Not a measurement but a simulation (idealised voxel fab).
The following process module bears the name voxel quadruple lines.
Square cells of 5 nm make up the cross-section cut, whose width is 175 nm.
Reading order for cross-sections: top band down to bottom band. Underlying form: a grid of square cells. Band size: one or more rows of cells. Each band's line starts with the height of the band's top and of its bottom, in nm. Then come its materials from left to right, each with its width in nm. One material with "everywhere" fills the band from edge to edge. "empty" is empty space. Height is counted from the level 0, under which the received wafer is composed throughout of one material. The lowest of the bands is not closed at the bottom but continues downward, in the notation "0 down". With a width like "30 to 40", each row of cells in the band differs from the next by the same amount, the top row carrying the first number and the bottom row the second. "changes: none" (step): cross-section cells unchanged, all of them. So "Entrapped voids" is basically the list of trapped voids: any empty space of 8 cells or more that can't reach the top through an opening. They're written width x height at distance, the distance being from the left edge, and it's all nm. It should be noted that, on the line of a given step, the content following the step's settings is a remark produced by the simulator itself with respect to that step. What "overlay nm" on a step's line means: if the step has a mask, that mask lay this far to the right of its planned place, or, when the value is negative, to the left.
The process steps that were planned are listed below:
step 1: RECEIVE (material Si)
step 2: CONFORMAL_DEP (material SiO2; thk nm 5)
step 3: DIRECTIONAL_DEP (material W; thk nm 15)
step 4: DIRECTIONAL_DEP (material polySi; thk nm 15)
step 5: DIRECTIONAL_DEP (material aC; thk nm 20)
step 6: PATTERN (tone cover; mask id MANDREL; material resist; width nm 25; thk nm 30; overlay nm 0)
step 7: DIRECTIONAL_ETCH (etch materials aC; depth nm 20)
step 8: STRIP (etch materials resist)
step 9: CONFORMAL_DEP (material SiO2; thk nm 15)
step 10: DIRECTIONAL_ETCH (etch materials SiO2; depth nm 15)
step 11: STRIP (etch materials aC)
step 12: DIRECTIONAL_ETCH (etch materials polySi; depth nm 15)
step 13: STRIP (etch materials SiO2)
step 14: CONFORMAL_DEP (material SiCN; thk nm 5)
step 15: DIRECTIONAL_ETCH (etch materials SiCN; depth nm 5)
step 16: STRIP (etch materials polySi)
step 17: DIRECTIONAL_ETCH (etch materials W; depth nm 15)
step 18: STRIP (etch materials SiCN)
step 19: FILL_DEP (material SiO2; thk nm 5)
step 20: CMP (height nm 20)
Step 1 complete: cross-section of the wafer as received:
  0 down  Si everywhere
  Entrapped voids: none
Cross-section, first of two wafers, end of module, run as planned:
  20 to 5  SiO2=55  W=5  SiO2=15  W=5  SiO2=15  W=5  SiO2=15  W=5  SiO2=55
  5 to 0  SiO2 everywhere
  0 down  Si everywhere
  Entrapped voids: none
Cross-sectional view of the second of two wafers upon completion of the module. This wafer shared its starting condition and process plan with the first; one error was made during its execution:
  20 to 5  SiO2=55  W=5  SiO2=15  W=5  SiO2=20  W=5  SiO2=15  W=5  SiO2=50
  5 to 0  SiO2 everywhere
  0 down  Si everywhere
  Entrapped voids: none
In executing the process, a mistake was made relative to the plan: step 6 was run on a setting that differed from the plan, and what really ran there is PATTERN (tone cover; mask id MANDREL; material resist; width nm 30; thk nm 30; overlay nm 0)
at the end the second wafer has, in cells: as many of each material as the first, in other places
